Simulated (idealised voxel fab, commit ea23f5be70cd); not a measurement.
Documented hereafter: the process module known as voxel trench capacitor.
cross-section cut | 295 nm wide | cells 5 nm
Bands, listed from the top down, are how a cross-section gets written in this document; the cross-section itself is a grid of square cells, and a band is one or more rows of them.
In this notation a band is specified by the heights of its top and bottom, in that order and in nm, after which its materials appear from left to right, each paired with its width in nm. The word "everywhere" attached to a single material means that material fills the band from edge to edge; the word "blank" stands for empty space.
Height datum 0, below which the as-received substrate wafer is one material. Lowest band open at the bottom, running downward: "0 -> down".
Think of "30..40" as a width that walks from the first number to the second as you go down the band, top row to bottom row, taking equal-sized steps from row to row.
"left unchanged" -> step changed no cross-section cell.
"Fully sealed cavities" - sealed voids, min. 8 cells, no opening to top; format: width x height at distance (distance from left edge; nm throughout).
Step line, after settings: the simulator's comment on this step.
The line of a step may include "overlay nm". On a step with a mask, this value is how far to the right of its planned place the mask lay. A negative value means the mask lay to the left.

Process steps foreseen in the plan
- 1: RECEIVE,material Si
- 2: CONFORMAL_DEP,material SiN,thk nm 5
- 3: DIRECTIONAL_DEP,material aC,thk nm 10
- 4: PATTERN,tone open,mask id TRENCH,material resist,width nm 20,pitch nm 50,thk nm 30,overlay nm 0
- 5: DIRECTIONAL_ETCH,etch materials aC,depth nm 10
- 6: STRIP,etch materials resist
- 7: DIRECTIONAL_ETCH,etch materials SiN,depth nm 5
- 8: DIRECTIONAL_ETCH,etch materials Si,depth nm 35
- 9: STRIP,etch materials aC
- 10: CONFORMAL_DEP,material SiO2,thk nm 5
- 11: FILL_DEP,material polySi,thk nm 10
- 12: CMP,height nm 5

Delivered wafer in cross-section: state after step 1
* 0 -> down: Si everywhere
* Fully sealed cavities: none

The module was run from the start shown above using the plan shown above, but one mistake was made doing it; the resulting wafer cross-section is below
* 5 -> 0: 55 of SiN, then 5 of SiO2, then 20 of polySi, then 5 of SiO2, then 20 of SiN, then 5 of SiO2, then 20 of polySi, then 5 of SiO2, then 20 of SiN, then 5 of SiO2, then 20 of polySi, then 5 of SiO2, then 20 of SiN, then 5 of SiO2, then 20 of polySi, then 5 of SiO2, then 60 of SiN
* 0 -> -30: 55 of Si, then 5 of SiO2, then 20 of polySi, then 5 of SiO2, then 20 of Si, then 5 of SiO2, then 20 of polySi, then 5 of SiO2, then 20 of Si, then 5 of SiO2, then 20 of polySi, then 5 of SiO2, then 20 of Si, then 5 of SiO2, then 20 of polySi, then 5 of SiO2, then 60 of Si
* -30 -> -35: 55 of Si, then 30 of SiO2, then 20 of Si, then 30 of SiO2, then 20 of Si, then 30 of SiO2, then 20 of Si, then 30 of SiO2, then 60 of Si
* -35 -> down: Si everywhere
* Fully sealed cavities: none
Against the plan, the run slipped here: step 4, actual vs plan mismatch, actual run PATTERN,tone open,mask id TRENCH,material resist,width nm 30,pitch nm 50,thk nm 30,overlay nm 0
